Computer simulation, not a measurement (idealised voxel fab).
Name of the process module below: voxel wiring stack
Square cells of 5 nm make up the cross-section cut, whose width is 270 nm.
Cross-section = grid of square cells, listed top down in bands; band = one or more rows. In this notation a band is specified by the heights of its top and bottom, in that order and in nm, after which its materials appear from left to right, each paired with its width in nm. The word "all across" attached to a single material means that material fills the band from edge to edge; the word "empty" stands for empty space. Ref level 0: as-received wafer is one material below here. Bottom band extends down with no lower bound ("0 and below"). Quick explanation for "30 to 40": the width changes in equal steps down the rows of cells, from the first number in the band's top row to the second number in its bottom row. "left unchanged" after a step means that no cell of the cross-section changed. Heads up: "Sealed void listing" only lists the empty pockets with no open path to the top that are 8 cells or more, and it writes them as width x height at distance, distance from the left edge, in nm. On a step's line, text after the settings is the simulator commenting on that step. overlay nm: right-of-plan distance of the mask on a masked step; negative values mean left-of-plan.
**Below is the list of planned process steps**
step 1: RECEIVE, material Si
step 2: CONFORMAL_DEP, material SiO2, thk nm 15
step 3: CONFORMAL_DEP, material SiCN, thk nm 5
step 4: DIRECTIONAL_DEP, material SiO2, thk nm 25
step 5: MASKED_ETCH, tone open, mask id METAL_1, width nm 20, pitch nm 40, etch materials SiO2, depth nm 25, overlay nm 0
step 6: MASKED_ETCH, tone open, mask id METAL_1, width nm 20, pitch nm 40, etch materials SiCN, depth nm 5, overlay nm 0
step 7: CONFORMAL_DEP, material TiN, thk nm 5
step 8: FILL_DEP, material Cu, thk nm 5
step 9: CMP, height nm 45
step 10: EPI, material Ru, thk nm 5
step 11: FILL_DEP, material SiCN, thk nm 5
step 12: DIRECTIONAL_DEP, material lowk, thk nm 10
step 13: MASKED_ETCH, tone open, mask id PLUG_1, width nm 15, pitch nm 40, etch materials lowk, depth nm 10, overlay nm 0
step 14: MASKED_ETCH, tone open, mask id PLUG_1, width nm 15, pitch nm 40, etch materials SiCN, depth nm 5, overlay nm 0
step 15: CONFORMAL_DEP, material TiN, thk nm 5
step 16: FILL_DEP, material W, thk nm 10
step 17: CMP, height nm 65
step 18: DIRECTIONAL_DEP, material TiN, thk nm 5
step 19: DIRECTIONAL_DEP, material W, thk nm 25
step 20: MASKED_ETCH, tone cover, mask id METAL_2, width nm 20, pitch nm 40, etch materials W, depth nm 25, overlay nm 0
step 21: MASKED_ETCH, tone cover, mask id METAL_2, width nm 20, pitch nm 40, etch materials TiN, depth nm 5, overlay nm 0
step 22: CONFORMAL_DEP, material SiCN, thk nm 5
step 23: FILL_DEP, material lowk, thk nm 10
step 24: CMP, height nm 95
step 25: CONFORMAL_DEP, material SiCN, thk nm 5
**First wafer of two (run as planned)**
**Cross-section: wafer on arrival = after step 1**
0 and below = Si all across
Sealed void listing: none
**Cross-sectional representation of the wafer at the conclusion of step 2**
15 down to 0 = SiO2 all across
All layers under 0 are left as they were.
**Cross-sectional representation of the wafer at the conclusion of step 3**
20 down to 15 = SiCN all across
All layers under 15 are left as they were.
**Cross-sectional representation of the wafer at the conclusion of step 4**
45 down to 20 = SiO2 all across
All layers under 20 are left as they were.
**Cross-sectional representation of the wafer at the conclusion of step 5**
45 down to 20 = 105 SiO2  20 empty  20 SiO2  20 empty  105 SiO2
All layers under 20 are left as they were.
**Cross-sectional representation of the wafer at the conclusion of step 6**
45 down to 20 = 105 SiO2  20 empty  20 SiO2  20 empty  105 SiO2
20 down to 15 = 105 SiCN  20 empty  20 SiCN  20 empty  105 SiCN
All layers under 15 are left as they were.
**Cross-sectional representation of the wafer at the conclusion of step 7**
50 down to 45 = 110 TiN  10 empty  30 TiN  10 empty  110 TiN
45 down to 20 = 105 SiO2  5 TiN  10 empty  5 TiN  20 SiO2  5 TiN  10 empty  5 TiN  105 SiO2
20 down to 15 = 105 SiCN  20 TiN  20 SiCN  20 TiN  105 SiCN
All layers under 15 are left as they were.
**Cross-sectional representation of the wafer at the conclusion of step 8**
55 down to 50 = Cu all across
50 down to 45 = 110 TiN  10 Cu  30 TiN  10 Cu  110 TiN
45 down to 20 = 105 SiO2  5 TiN  10 Cu  5 TiN  20 SiO2  5 TiN  10 Cu  5 TiN  105 SiO2
All layers under 20 are left as they were.
**Cross-sectional representation of the wafer at the conclusion of step 9**
45 down to 20 = 105 SiO2  5 TiN  10 Cu  5 TiN  20 SiO2  5 TiN  10 Cu  5 TiN  105 SiO2
All layers under 20 are left as they were.
**Cross-sectional representation of the wafer at the conclusion of step 10**
50 down to 45 = 100 empty  30 Ru  10 empty  30 Ru  100 empty
All layers under 45 are left as they were.
**Cross-sectional representation of the wafer at the conclusion of step 11**
55 down to 50 = SiCN all across
50 down to 45 = 100 SiCN  30 Ru  10 SiCN  30 Ru  100 SiCN
All layers under 45 are left as they were.
**Cross-sectional representation of the wafer at the conclusion of step 12**
65 down to 55 = lowk all across
All layers under 55 are left as they were.
**Cross-sectional representation of the wafer at the conclusion of step 13**
65 down to 55 = 105 lowk  15 empty  25 lowk  15 empty  110 lowk
All layers under 55 are left as they were.
**Cross-sectional representation of the wafer at the conclusion of step 14**
65 down to 55 = 105 lowk  15 empty  25 lowk  15 empty  110 lowk
55 down to 50 = 105 SiCN  15 empty  25 SiCN  15 empty  110 SiCN
All layers under 50 are left as they were.
**Cross-sectional representation of the wafer at the conclusion of step 15**
70 down to 65 = 110 TiN  5 empty  35 TiN  5 empty  115 TiN
65 down to 55 = 105 lowk  5 TiN  5 empty  5 TiN  25 lowk  5 TiN  5 empty  5 TiN  110 lowk
55 down to 50 = 105 SiCN  15 TiN  25 SiCN  15 TiN  110 SiCN
All layers under 50 are left as they were.
**Cross-sectional representation of the wafer at the conclusion of step 16**
80 down to 70 = W all across
70 down to 65 = 110 TiN  5 W  35 TiN  5 W  115 TiN
65 down to 55 = 105 lowk  5 TiN  5 W  5 TiN  25 lowk  5 TiN  5 W  5 TiN  110 lowk
All layers under 55 are left as they were.
**Cross-sectional representation of the wafer at the conclusion of step 17**
65 down to 55 = 105 lowk  5 TiN  5 W  5 TiN  25 lowk  5 TiN  5 W  5 TiN  110 lowk
All layers under 55 are left as they were.
**Cross-sectional representation of the wafer at the conclusion of step 18**
70 down to 65 = TiN all across
All layers under 65 are left as they were.
**Cross-sectional representation of the wafer at the conclusion of step 19**
95 down to 70 = W all across
All layers under 70 are left as they were.
**Cross-sectional representation of the wafer at the conclusion of step 20**
95 down to 70 = 105 empty  20 W  20 empty  20 W  105 empty
All layers under 70 are left as they were.
**Cross-sectional representation of the wafer at the conclusion of step 21**
95 down to 70 = 105 empty  20 W  20 empty  20 W  105 empty
70 down to 65 = 105 empty  20 TiN  20 empty  20 TiN  105 empty
All layers under 65 are left as they were.
**Cross-sectional representation of the wafer at the conclusion of step 22**
100 down to 95 = 100 empty  30 SiCN  10 empty  30 SiCN  100 empty
95 down to 70 = 100 empty  5 SiCN  20 W  5 SiCN  10 empty  5 SiCN  20 W  5 SiCN  100 empty
70 down to 65 = 105 SiCN  20 TiN  20 SiCN  20 TiN  105 SiCN
All layers under 65 are left as they were.
**Cross-sectional representation of the wafer at the conclusion of step 23**
110 down to 100 = lowk all across
100 down to 95 = 100 lowk  30 SiCN  10 lowk  30 SiCN  100 lowk
95 down to 70 = 100 lowk  5 SiCN  20 W  5 SiCN  10 lowk  5 SiCN  20 W  5 SiCN  100 lowk
All layers under 70 are left as they were.
**Cross-sectional representation of the wafer at the conclusion of step 24**
95 down to 70 = 100 lowk  5 SiCN  20 W  5 SiCN  10 lowk  5 SiCN  20 W  5 SiCN  100 lowk
All layers under 70 are left as they were.
**Cross-sectional representation of the wafer at the conclusion of step 25**
100 down to 95 = SiCN all across
All layers under 95 are left as they were.
**It is to be noted that the second wafer proceeded from the same initial state and according to the same plan as the first, although one mistake was committed in its execution; through step 16, inclusive, the two wafers share an identical history**
**Cross-sectional view of the second wafer at the intended end time of process step 17**
75 down to 70 = W all across
All layers under 70 are left as they were.
**Cross-sectional view of the second wafer at the intended end time of process step 18**
80 down to 75 = TiN all across
All layers under 75 are left as they were.
**Cross-sectional view of the second wafer at the intended end time of process step 19**
105 down to 80 = W all across
All layers under 80 are left as they were.
**Cross-sectional view of the second wafer at the intended end time of process step 20**
105 down to 80 = 105 empty  20 W  20 empty  20 W  105 empty
All layers under 80 are left as they were.
**Cross-sectional view of the second wafer at the intended end time of process step 21**
105 down to 80 = 105 empty  20 W  20 empty  20 W  105 empty
80 down to 75 = 105 empty  20 TiN  20 empty  20 TiN  105 empty
All layers under 75 are left as they were.
**Cross-sectional view of the second wafer at the intended end time of process step 22**
110 down to 105 = 100 empty  30 SiCN  10 empty  30 SiCN  100 empty
105 down to 80 = 100 empty  5 SiCN  20 W  5 SiCN  10 empty  5 SiCN  20 W  5 SiCN  100 empty
80 down to 75 = 105 SiCN  20 TiN  20 SiCN  20 TiN  105 SiCN
All layers under 75 are left as they were.
**Cross-sectional view of the second wafer at the intended end time of process step 23**
120 down to 110 = lowk all across
110 down to 105 = 100 lowk  30 SiCN  10 lowk  30 SiCN  100 lowk
105 down to 80 = 100 lowk  5 SiCN  20 W  5 SiCN  10 lowk  5 SiCN  20 W  5 SiCN  100 lowk
All layers under 80 are left as they were.
**Cross-sectional view of the second wafer at the intended end time of process step 24**
95 down to 80 = 100 lowk  5 SiCN  20 W  5 SiCN  10 lowk  5 SiCN  20 W  5 SiCN  100 lowk
All layers under 80 are left as they were.
**Cross-sectional view of the second wafer at the intended end time of process step 25**
100 down to 95 = SiCN all across
All layers under 95 are left as they were.
Diagnosis: planned and actual differ for step 17; actual: CMP, height nm 75
In the final state, the cell counts of the second wafer exceed or fall short of those of the first for the following materials: 8 fewer of SiCN | 52 more of TiN | 40 more of W | 84 fewer of lowk
